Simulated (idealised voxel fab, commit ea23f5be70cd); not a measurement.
Module name: voxel air gaps (process module)
cross-section cut | 280 nm wide | cells 5 nm
Bands, listed from the top down, are how a cross-section gets written in this document; the cross-section itself is a grid of square cells, and a band is one or more rows of them. The entry gives the band's vertical extent as a top height and a bottom height in nm, then its horizontal make-up as materials from left to right, each with a width in nm. "empty" stands for empty space; a single material marked "everywhere" fills the band edge to edge. Height 0 is the level under which the wafer as received is all one material. The lowest band goes on downwards, as in "z 0 and below". Read "30..40" as a graded width: first number on top, second number at the bottom, same change between each pair of neighbouring rows. "remained the same" means the step left every cell of the cross-section as it was. "Voids, sealed" contains a list of empty spaces, each no smaller than 8 cells and without an open way to the top, written in the form width x height at distance with the distance from the left edge and all three in nm. It should be noted that, on the line of a given step, the content following the step's settings is a remark produced by the simulator itself with respect to that step. Each step line may optionally specify "overlay nm", which for a step with a mask gives the rightward distance between the mask's planned place and where it lay, a negative value indicating the leftward direction.

[Planned step list for the process]
1 RECEIVE, material Si
2 CONFORMAL_DEP, material SiO2, thk nm 15
3 CONFORMAL_DEP, material SiCN, thk nm 5
4 DIRECTIONAL_DEP, material SiO2, thk nm 30
5 DIRECTIONAL_DEP, material aC, thk nm 10
6 PATTERN, tone open, mask id LINES, material resist, width nm 15, pitch nm 40, thk nm 30, overlay nm -15
7 DIRECTIONAL_ETCH, etch materials aC, depth nm 10
8 STRIP, etch materials resist
9 DIRECTIONAL_ETCH, etch materials SiO2, depth nm 30
10 STRIP, etch materials aC
11 CONFORMAL_DEP, material TiN, thk nm 5
12 FILL_DEP, material Cu, thk nm 5
13 CMP, height nm 50
14 EPI, material Ru, thk nm 10
15 SELECTIVE_ETCH, etch materials SiO2, depth nm 40
16 CONFORMAL_DEP, material SiCN, thk nm 5
Be aware that, although all wafers share a common starting state, the overlay nm at step 6 differs among them, and the plan displays the first wafer's value.

[Here's the first of the wafers in cross-section, just as we got it, i.e. after step 1]
  z 0 and below: Si everywhere
  Voids, sealed: none

[Row per wafer, end-of-module: cell gain (+)/loss (-) by material since the wafer came in, then closed voids]
overlay nm -15 | +20 Cu | +56 Ru | +196 SiCN | +168 SiO2 | +52 TiN | Voids, sealed: 15 x 20 at 75; 15 x 20 at 115; 15 x 20 at 155
overlay nm -10 | +20 Cu | +56 Ru | +196 SiCN | +168 SiO2 | +52 TiN | Voids, sealed: 15 x 20 at 80; 15 x 20 at 120; 15 x 20 at 160
overlay nm -5 | +20 Cu | +56 Ru | +196 SiCN | +168 SiO2 | +52 TiN | Voids, sealed: 15 x 20 at 85; 15 x 20 at 125; 15 x 20 at 165
overlay nm 0 | +20 Cu | +56 Ru | +196 SiCN | +168 SiO2 | +52 TiN | Voids, sealed: 15 x 20 at 90; 15 x 20 at 130; 15 x 20 at 170
overlay nm 5 | +20 Cu | +56 Ru | +196 SiCN | +168 SiO2 | +52 TiN | Voids, sealed: 15 x 20 at 95; 15 x 20 at 135; 15 x 20 at 175
overlay nm 10 | +20 Cu | +56 Ru | +196 SiCN | +168 SiO2 | +52 TiN | Voids, sealed: 15 x 20 at 100; 15 x 20 at 140; 15 x 20 at 180
overlay nm 15 | +20 Cu | +56 Ru | +196 SiCN | +168 SiO2 | +52 TiN | Voids, sealed: 15 x 20 at 105; 15 x 20 at 145; 15 x 20 at 185
